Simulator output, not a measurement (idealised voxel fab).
voxel wiring stack: a process module
Square cells of 5 nm make up the cross-section cut, whose width is 265 nm.
We lay out every cross-section as a grid of square cells and spell it out in bands from the top down, where one band means one or more rows of cells.
The band entry comprises the height of the band's top followed by the height of its bottom, expressed in nm, and subsequently the band's materials from left to right, each stated together with its width in nm. Where a single material is marked with the word "edge to edge", that material fills the band from edge to edge. The word "blank" represents empty space.
Heights are expressed relative to 0, this being the level below which the as-received wafer comprises one material exclusively. The lowest band is unbounded in the downward direction and is denoted as in "0 down".
The width entry "30->40" should be interpreted row by row: the top row of cells in the band takes the first number, the bottom row takes the second number, and the change between adjacent rows is uniform throughout.
The designation "remains unaltered", where it is given for a processing step, indicates that no cell of the cross-section was altered in the course of that step.
In "Sealed-off cavities" the enclosed voids are listed, meaning empty spaces of 8 cells or larger without any opening to the top. The form is width x height at distance, distance from the left edge, units nm.
What comes after the settings on a step's line is commentary from the simulator itself on that step.
"overlay nm" denotes, for a step that has a mask, the displacement of the mask to the right of its planned place, with negative values corresponding to the left.
# Planned step list for the process
1) RECEIVE,material Si
2) CONFORMAL_DEP,material SiO2,thk nm 10
3) CONFORMAL_DEP,material SiCN,thk nm 5
4) DIRECTIONAL_DEP,material lowk,thk nm 25
5) PATTERN,tone open,mask id METAL_1,material resist,width nm 20,pitch nm 45,thk nm 20,overlay nm 0
6) DIRECTIONAL_ETCH,etch materials lowk,depth nm 25
7) DIRECTIONAL_ETCH,etch materials SiCN,depth nm 5
8) STRIP,etch materials resist
9) CONFORMAL_DEP,material TiN,thk nm 5
10) FILL_DEP,material Cu,thk nm 10
11) CMP,height nm 40
12) CONFORMAL_DEP,material SiCN,thk nm 5
13) DIRECTIONAL_DEP,material lowk,thk nm 30
14) MASKED_ETCH,tone open,mask id METAL_2,width nm 20,pitch nm 45,etch materials lowk,depth nm 15,overlay nm 0
15) DIRECTIONAL_DEP,material aC,thk nm 10
16) PATTERN,tone open,mask id METAL_2_HOLES,material resist,width nm 15,pitch nm 45,thk nm 30,overlay nm 0
17) DIRECTIONAL_ETCH,etch materials aC,depth nm 10
18) STRIP,etch materials resist
19) DIRECTIONAL_ETCH,etch materials lowk,depth nm 15
20) DIRECTIONAL_ETCH,etch materials SiCN,depth nm 5
21) STRIP,etch materials aC
22) CONFORMAL_DEP,material TiN,thk nm 5
23) FILL_DEP,material Cu,thk nm 10
24) CMP,height nm 75
25) CONFORMAL_DEP,material SiCN,thk nm 5
26) DIRECTIONAL_DEP,material SiO2,thk nm 15
27) DIRECTIONAL_DEP,material aC,thk nm 15
28) PATTERN,tone open,mask id PLUG_2,material resist,width nm 15,pitch nm 90,thk nm 35,overlay nm 0
29) DIRECTIONAL_ETCH,etch materials aC,depth nm 15
30) STRIP,etch materials resist
31) DIRECTIONAL_ETCH,etch materials SiO2,depth nm 15
32) DIRECTIONAL_ETCH,etch materials SiCN,depth nm 5
33) STRIP,etch materials aC
34) EPI,material Ru,thk nm 10
35) EPI,material Ru,thk nm 10
36) DIRECTIONAL_DEP,material TiN,thk nm 5
37) DIRECTIONAL_DEP,material Ru,thk nm 25
38) MASKED_ETCH,tone cover,mask id METAL_3,width nm 20,pitch nm 45,etch materials Ru,depth nm 25,overlay nm 0
39) MASKED_ETCH,tone cover,mask id METAL_3,width nm 20,pitch nm 45,etch materials TiN,depth nm 5,overlay nm 0
40) FILL_DEP,material SiO2,thk nm 10
41) CMP,height nm 115
42) CONFORMAL_DEP,material SiCN,thk nm 5
43) DIRECTIONAL_DEP,material lowk,thk nm 25
44) MASKED_ETCH,tone open,mask id METAL_4_HOLES,width nm 15,pitch nm 45,etch materials lowk,depth nm 25,overlay nm 0
45) PATTERN,tone open,mask id METAL_4,material resist,width nm 20,pitch nm 45,thk nm 15,overlay nm 0
46) DIRECTIONAL_ETCH,etch materials lowk,depth nm 15
47) DIRECTIONAL_ETCH,etch materials SiCN,depth nm 5
48) STRIP,etch materials resist
49) CONFORMAL_DEP,material TiN,thk nm 5
50) FILL_DEP,material Cu,thk nm 10
51) CMP,height nm 155
52) CONFORMAL_DEP,material SiN,thk nm 5
The plan's step 41 height nm is the first wafer's value; the wafers differ in this setting and start identical.
# Here's the first of the wafers in cross-section, just as we got it, i.e. after step 1
    0 down: Si edge to edge
    Sealed-off cavities: none
# Note: the following table is arranged by wafer, a row apiece. Each row reports the end-of-module state: per material, cells gained (+) or cells lost (-) compared with the wafer as received; closed voids follow
height nm 115; +161 Cu; +72 Ru; +166 SiCN; +53 SiN; +395 SiO2; +237 TiN; +612 lowk; Sealed-off cavities: none
height nm 120; +108 Cu; +88 Ru; +166 SiCN; +53 SiN; +432 SiO2; +237 TiN; +612 lowk; Sealed-off cavities: none
height nm 125; +100 Cu; +104 Ru; +166 SiCN; +53 SiN; +469 SiO2; +192 TiN; +612 lowk; Sealed-off cavities: none
height nm 130; +92 Cu; +104 Ru; +166 SiCN; +53 SiN; +522 SiO2; +184 TiN; +575 lowk; Sealed-off cavities: none
height nm 135; +84 Cu; +104 Ru; +166 SiCN; +53 SiN; +575 SiO2; +176 TiN; +538 lowk; Sealed-off cavities: none
